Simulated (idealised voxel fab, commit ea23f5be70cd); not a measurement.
process module | voxel self aligned vias
Pictured: cross-section cut, 190 nm wide, on a grid of 5 nm square cells.
A cross-section is a grid of square cells, given in bands from the top down. A band is one or more rows of cells.
The entry gives the band's vertical extent as a top height and a bottom height in nm, then its horizontal make-up as materials from left to right, each with a width in nm. "air" stands for empty space; a single material marked "full width" fills the band edge to edge.
Below 0: as-received wafer, all one material; heights counted from there. Lowest band: no bottom, goes on down, written "0 down".
Quick explanation for "30->40": the width changes in equal steps down the rows of cells, from the first number in the band's top row to the second number in its bottom row.
The cross-section has no changed cell in any step marked "no alteration".
In "Enclosed voids" the enclosed voids are listed, meaning empty spaces of 8 cells or larger without any opening to the top. The form is width x height at distance, distance from the left edge, units nm.
On each step's line, the part that comes after the settings is the simulator's own comment on the step.
"overlay nm", when on a step's line for a step with a mask, measures how far to the right of its planned place the mask lay; a negative measure means to the left.

-- Planned process steps
1,RECEIVE [material Si]
2,CONFORMAL_DEP [material SiO2] [thk nm 10]
3,CONFORMAL_DEP [material SiCN] [thk nm 5]
4,DIRECTIONAL_DEP [material lowk] [thk nm 20]
5,PATTERN [tone open] [mask id LINES] [material resist] [width nm 20] [pitch nm 55] [thk nm 20] [overlay nm 0]
6,DIRECTIONAL_ETCH [etch materials lowk] [depth nm 20]
7,STRIP [etch materials resist]
8,CONFORMAL_DEP [material TiN] [thk nm 5]
9,FILL_DEP [material W] [thk nm 10]
10,CMP [height nm 35]
11,SELECTIVE_ETCH [etch materials W Ru TiN] [depth nm 10]
12,FILL_DEP [material SiN] [thk nm 10]
13,CMP [height nm 35]
14,DIRECTIONAL_DEP [material lowk] [thk nm 15]
15,DIRECTIONAL_DEP [material aC] [thk nm 15]
16,PATTERN [tone open] [mask id VIAS] [material resist] [width nm 30] [pitch nm 55] [thk nm 30] [overlay nm 0]
17,DIRECTIONAL_ETCH [etch materials aC] [depth nm 15]
18,STRIP [etch materials resist]
19,DIRECTIONAL_ETCH [etch materials lowk] [depth nm 15]
20,DIRECTIONAL_ETCH [etch materials SiN] [depth nm 10]
21,STRIP [etch materials aC]
22,CONFORMAL_DEP [material TiN] [thk nm 5]
23,FILL_DEP [material W] [thk nm 10]
24,CMP [height nm 50]
25,CONFORMAL_DEP [material SiCN] [thk nm 5]

-- First of two wafers, with the run carried out as planned

-- Wafer cross-section on receipt, i.e. after step 1
> 0 down  Si full width
> Enclosed voids: none

-- Take a look at the wafer's cross-section after step 2
> 10 to 0  SiO2 full width
> Unchanged below 0.

-- Take a look at the wafer's cross-section after step 3
> 15 to 10  SiCN full width
> Unchanged below 10.

-- Take a look at the wafer's cross-section after step 4
> 35 to 15  lowk full width
> Unchanged below 15.

-- Take a look at the wafer's cross-section after step 5
> 55 to 35  resist 30  air 20  resist 35  air 20  resist 35  air 20  resist 30
> Unchanged below 35.

-- Take a look at the wafer's cross-section after step 6
> 55 to 35  resist 30  air 20  resist 35  air 20  resist 35  air 20  resist 30
> 35 to 15  lowk 30  air 20  lowk 35  air 20  lowk 35  air 20  lowk 30
> Unchanged below 15.

-- Take a look at the wafer's cross-section after step 7
> 35 to 15  lowk 30  air 20  lowk 35  air 20  lowk 35  air 20  lowk 30
> Unchanged below 15.

-- Take a look at the wafer's cross-section after step 8
> 40 to 35  TiN 35  air 10  TiN 45  air 10  TiN 45  air 10  TiN 35
> 35 to 20  lowk 30  TiN 5  air 10  TiN 5  lowk 35  TiN 5  air 10  TiN 5  lowk 35  TiN 5  air 10  TiN 5  lowk 30
> 20 to 15  lowk 30  TiN 20  lowk 35  TiN 20  lowk 35  TiN 20  lowk 30
> Unchanged below 15.

-- Take a look at the wafer's cross-section after step 9
> 50 to 40  W full width
> 40 to 35  TiN 35  W 10  TiN 45  W 10  TiN 45  W 10  TiN 35
> 35 to 20  lowk 30  TiN 5  W 10  TiN 5  lowk 35  TiN 5  W 10  TiN 5  lowk 35  TiN 5  W 10  TiN 5  lowk 30
> Unchanged below 20.

-- Take a look at the wafer's cross-section after step 10
> 35 to 20  lowk 30  TiN 5  W 10  TiN 5  lowk 35  TiN 5  W 10  TiN 5  lowk 35  TiN 5  W 10  TiN 5  lowk 30
> Unchanged below 20.

-- Take a look at the wafer's cross-section after step 11
> 35 to 25  lowk 30  air 20  lowk 35  air 20  lowk 35  air 20  lowk 30
> Unchanged below 25.

-- Take a look at the wafer's cross-section after step 12
> 45 to 35  SiN full width
> 35 to 25  lowk 30  SiN 20  lowk 35  SiN 20  lowk 35  SiN 20  lowk 30
> Unchanged below 25.

-- Take a look at the wafer's cross-section after step 13
> 35 to 25  lowk 30  SiN 20  lowk 35  SiN 20  lowk 35  SiN 20  lowk 30
> Unchanged below 25.

-- Take a look at the wafer's cross-section after step 14
> 50 to 35  lowk full width
> Unchanged below 35.

-- Take a look at the wafer's cross-section after step 15
> 65 to 50  aC full width
> Unchanged below 50.

-- Take a look at the wafer's cross-section after step 16
> 95 to 65  resist 25  air 30  resist 25  air 30  resist 25  air 30  resist 25
> Unchanged below 65.

-- Take a look at the wafer's cross-section after step 17
> 80 to 65  resist 25  air 30  resist 25  air 30  resist 25  air 30  resist 25
> 65 to 50  aC 25  air 30  aC 25  air 30  aC 25  air 30  aC 25
> Unchanged below 50.

-- Take a look at the wafer's cross-section after step 18
> 65 to 50  aC 25  air 30  aC 25  air 30  aC 25  air 30  aC 25
> Unchanged below 50.

-- Take a look at the wafer's cross-section after step 19
> 65 to 50  aC 25  air 30  aC 25  air 30  aC 25  air 30  aC 25
> 50 to 35  lowk 25  air 30  lowk 25  air 30  lowk 25  air 30  lowk 25
> Unchanged below 35.

-- Take a look at the wafer's cross-section after step 20
> 65 to 50  aC 25  air 30  aC 25  air 30  aC 25  air 30  aC 25
> 50 to 35  lowk 25  air 30  lowk 25  air 30  lowk 25  air 30  lowk 25
> 35 to 25  lowk 30  air 20  lowk 35  air 20  lowk 35  air 20  lowk 30
> Unchanged below 25.

-- Take a look at the wafer's cross-section after step 21
> 50 to 35  lowk 25  air 30  lowk 25  air 30  lowk 25  air 30  lowk 25
> Unchanged below 35.

-- Take a look at the wafer's cross-section after step 22
> 55 to 50  TiN 30  air 20  TiN 35  air 20  TiN 35  air 20  TiN 30
> 50 to 40  lowk 25  TiN 5  air 20  TiN 5  lowk 25  TiN 5  air 20  TiN 5  lowk 25  TiN 5  air 20  TiN 5  lowk 25
> 40 to 30  lowk 25->30  TiN 10->5  air 10  TiN 10->5  lowk 25->35  TiN 10->5  air 10  TiN 10->5  lowk 25->35  TiN 10->5  air 10  TiN 10->5  lowk 25->30
> 30 to 25  lowk 30  TiN 20  lowk 35  TiN 20  lowk 35  TiN 20  lowk 30
> Unchanged below 25.

-- Take a look at the wafer's cross-section after step 23
> 65 to 55  W full width
> 55 to 50  TiN 30  W 20  TiN 35  W 20  TiN 35  W 20  TiN 30
> 50 to 40  lowk 25  TiN 5  W 20  TiN 5  lowk 25  TiN 5  W 20  TiN 5  lowk 25  TiN 5  W 20  TiN 5  lowk 25
> 40 to 30  lowk 25->30  TiN 10->5  W 10  TiN 10->5  lowk 25->35  TiN 10->5  W 10  TiN 10->5  lowk 25->35  TiN 10->5  W 10  TiN 10->5  lowk 25->30
> Unchanged below 30.

-- Take a look at the wafer's cross-section after step 24
> 50 to 40  lowk 25  TiN 5  W 20  TiN 5  lowk 25  TiN 5  W 20  TiN 5  lowk 25  TiN 5  W 20  TiN 5  lowk 25
> Unchanged below 40.

-- Take a look at the wafer's cross-section after step 25
> 55 to 50  SiCN full width
> Unchanged below 50.

-- Wafer two. Same start, same plan, one slip in execution. Same as wafer one through step 15, inclusive

-- At the planned end of step 16, the second wafer in cross-section
> 95 to 65  resist 25  air 35  resist 20  air 35  resist 20  air 35  resist 20
> Unchanged below 65.

-- At the planned end of step 17, the second wafer in cross-section
> 80 to 65  resist 25  air 35  resist 20  air 35  resist 20  air 35  resist 20
> 65 to 50  aC 25  air 35  aC 20  air 35  aC 20  air 35  aC 20
> Unchanged below 50.

-- At the planned end of step 18, the second wafer in cross-section
> 65 to 50  aC 25  air 35  aC 20  air 35  aC 20  air 35  aC 20
> Unchanged below 50.

-- At the planned end of step 19, the second wafer in cross-section
> 65 to 50  aC 25  air 35  aC 20  air 35  aC 20  air 35  aC 20
> 50 to 35  lowk 25  air 35  lowk 20  air 35  lowk 20  air 35  lowk 20
> Unchanged below 35.

-- At the planned end of step 20, the second wafer in cross-section
> 65 to 50  aC 25  air 35  aC 20  air 35  aC 20  air 35  aC 20
> 50 to 35  lowk 25  air 35  lowk 20  air 35  lowk 20  air 35  lowk 20
> 35 to 25  lowk 30  air 20  lowk 35  air 20  lowk 35  air 20  lowk 30
> Unchanged below 25.

-- At the planned end of step 21, the second wafer in cross-section
> 50 to 35  lowk 25  air 35  lowk 20  air 35  lowk 20  air 35  lowk 20
> Unchanged below 35.

-- At the planned end of step 22, the second wafer in cross-section
> 55 to 50  TiN 30  air 25  TiN 30  air 25  TiN 30  air 25  TiN 25
> 50 to 40  lowk 25  TiN 5  air 25  TiN 5  lowk 20  TiN 5  air 25  TiN 5  lowk 20  TiN 5  air 25  TiN 5  lowk 20
> 40 to 30  lowk 25->30  TiN 10->5  air 10  TiN 15->5  lowk 20->35  TiN 10->5  air 10  TiN 15->5  lowk 20->35  TiN 10->5  air 10  TiN 15->5  lowk 20->30
> 30 to 25  lowk 30  TiN 20  lowk 35  TiN 20  lowk 35  TiN 20  lowk 30
> Unchanged below 25.

-- At the planned end of step 23, the second wafer in cross-section
> 65 to 55  W full width
> 55 to 50  TiN 30  W 25  TiN 30  W 25  TiN 30  W 25  TiN 25
> 50 to 40  lowk 25  TiN 5  W 25  TiN 5  lowk 20  TiN 5  W 25  TiN 5  lowk 20  TiN 5  W 25  TiN 5  lowk 20
> 40 to 30  lowk 25->30  TiN 10->5  W 10  TiN 15->5  lowk 20->35  TiN 10->5  W 10  TiN 15->5  lowk 20->35  TiN 10->5  W 10  TiN 15->5  lowk 20->30
> Unchanged below 30.

-- At the planned end of step 24, the second wafer in cross-section
> 50 to 40  lowk 25  TiN 5  W 25  TiN 5  lowk 20  TiN 5  W 25  TiN 5  lowk 20  TiN 5  W 25  TiN 5  lowk 20
> Unchanged below 40.

-- At the planned end of step 25, the second wafer in cross-section
> 55 to 50  SiCN full width
> Unchanged below 50.
What was done differently from what was planned? rather than as planned, step 16 actually ran as PATTERN [tone open] [mask id VIAS] [material resist] [width nm 35] [pitch nm 55] [thk nm 30] [overlay nm 0]
Per the end-of-run cell counts, the second wafer holds more or fewer of some materials than the first: TiN: 3 more | W: 6 more | lowk: 9 fewer
